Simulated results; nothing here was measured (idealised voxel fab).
process module | voxel released beams
cross-section cut | 145 nm wide | cells 5 nm
A cross-section is a grid of square cells, given in bands from the top down. A band is one or more rows of cells.
Each band's line starts with the height of the band's top and of its bottom, in nm. Then come its materials from left to right, each with its width in nm. One material with "throughout" fills the band from edge to edge. "air" is empty space.
Height 0 is the level under which the wafer as received is all one material. The lowest band goes on downwards, as in "0 down".
A width such as "30 to 40" changes by the same amount from each row of cells to the next, from the band's top row to its bottom row.
"no change" after a step means that no cell of the cross-section changed.
closed voids: empty space of 8 cells or more with no open way to the top, each as width x height at its distance from the left edge, in nm
after a step's settings: what the simulator itself notes on the step
overlay nm, on a step with a mask: how far to the right of its planned place the mask lay; to the left if negative
plan
1 op RECEIVE | material Si
2 op CONFORMAL_DEP | material Al2O3 | thk nm 5
3 op DIRECTIONAL_DEP | material SiO2 | thk nm 20
4 op MASKED_ETCH | tone open | mask id ANCHOR | width nm 45 | etch materials SiO2 | depth nm 20 | overlay nm 0
5 op CONFORMAL_DEP | material polySi | thk nm 15
6 op MASKED_ETCH | tone cover | mask id BEAM | width nm 90 | etch materials polySi | depth nm 15 | overlay nm 0
7 op STRIP | etch materials SiO2
as received, after step 1
  0 down: Si throughout
  closed voids: none
first wafer at the end, as planned
  40 to 25: air 25 | polySi 20 | air 15 | polySi 55 | air 30
  25 to 20: air 30 | polySi 15 | air 15 | polySi 15 | air 70
  20 to 5: air 30 | polySi 45 | air 70
  5 to 0: Al2O3 throughout
  0 down: Si throughout
  closed voids: none
second wafer at the end: like start, like plan, one mistake
  40 to 25: air 30 | polySi 15 | air 15 | polySi 50 | air 35
  25 to 20: air 30 | polySi 15 | air 15 | polySi 15 | air 70
  20 to 5: air 30 | polySi 45 | air 70
  5 to 0: Al2O3 throughout
  0 down: Si throughout
  closed voids: none
what went wrong: step 6 ran as: op MASKED_ETCH | tone cover | mask id BEAM | width nm 80 | etch materials polySi | depth nm 15 | overlay nm 0
at the end the second wafer has, in cells: 6 fewer of polySi
